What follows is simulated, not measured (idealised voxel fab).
process module | voxel self aligned contacts
cross-section cut | 240 nm wide | cells 5 nm
A cross-section is a grid of square cells, given in bands from the top down. A band is one or more rows of cells.
Each band's line starts with the height of the band's top and of its bottom, in nm. Then come its materials from left to right, each with its width in nm. One material with "throughout" fills the band from edge to edge. "air" is empty space.
Height 0 is the level under which the wafer as received is all one material. The lowest band goes on downwards, as in "0 down".
A width such as "30 to 40" changes by the same amount from each row of cells to the next, from the band's top row to its bottom row.
"no change" after a step means that no cell of the cross-section changed.
closed voids: empty space of 8 cells or more with no open way to the top, each as width x height at its distance from the left edge, in nm
after a step's settings: what the simulator itself notes on the step
overlay nm, on a step with a mask: how far to the right of its planned place the mask lay; to the left if negative
plan
1 op RECEIVE | material Si
2 op OXIDIZE | depth nm 5
3 op DIRECTIONAL_DEP | material polySi | thk nm 20
4 op DIRECTIONAL_DEP | material SiN | thk nm 20
5 op DIRECTIONAL_DEP | material aC | thk nm 15
6 op PATTERN | tone cover | mask id GATE | material resist | width nm 30 | pitch nm 70 | thk nm 30 | overlay nm 0
7 op DIRECTIONAL_ETCH | etch materials aC | depth nm 15
8 op STRIP | etch materials resist
9 op DIRECTIONAL_ETCH | etch materials SiN | depth nm 20
10 op DIRECTIONAL_ETCH | etch materials polySi | depth nm 20
11 op STRIP | etch materials aC
12 op CONFORMAL_DEP | material SiN | thk nm 10
13 op DIRECTIONAL_ETCH | etch materials SiN | depth nm 10
14 op FILL_DEP | material SiO2 | thk nm 20
15 op CMP | height nm 50
16 op PATTERN | tone open | mask id CONTACT | material resist | width nm 50 | thk nm 20 | overlay nm 0
17 op DIRECTIONAL_ETCH | etch materials SiO2 | depth nm 55
18 op STRIP | etch materials resist
19 op CONFORMAL_DEP | material TiN | thk nm 5
20 op FILL_DEP | material W | thk nm 10
21 op CMP | height nm 50
22 op CONFORMAL_DEP | material SiCN | thk nm 5
as received, after step 1
  0 down: Si throughout
  closed voids: none
a wafer at the end: this start, this plan, one mistake
  55 to 50: SiCN throughout
  50 to 40: SiO2 100 | TiN 5 to 15 | W 40 to 10 | TiN 5 to 25 | SiO2 90
  40 to 20: SiO2 60 | SiN 50 | TiN 5 | W 10 | TiN 5 | SiN 50 | SiO2 60
  20 to 0: SiO2 60 | SiN 10 | polySi 30 | SiN 10 | TiN 5 | W 10 | TiN 5 | SiN 10 | polySi 30 | SiN 10 | SiO2 60
  0 to -5: SiO2 110 | TiN 20 | SiO2 110
  -5 down: Si throughout
  closed voids: none
what went wrong: step 16 ran as: op PATTERN | tone open | mask id CONTACT | material resist | width nm 50 | thk nm 20 | overlay nm 5
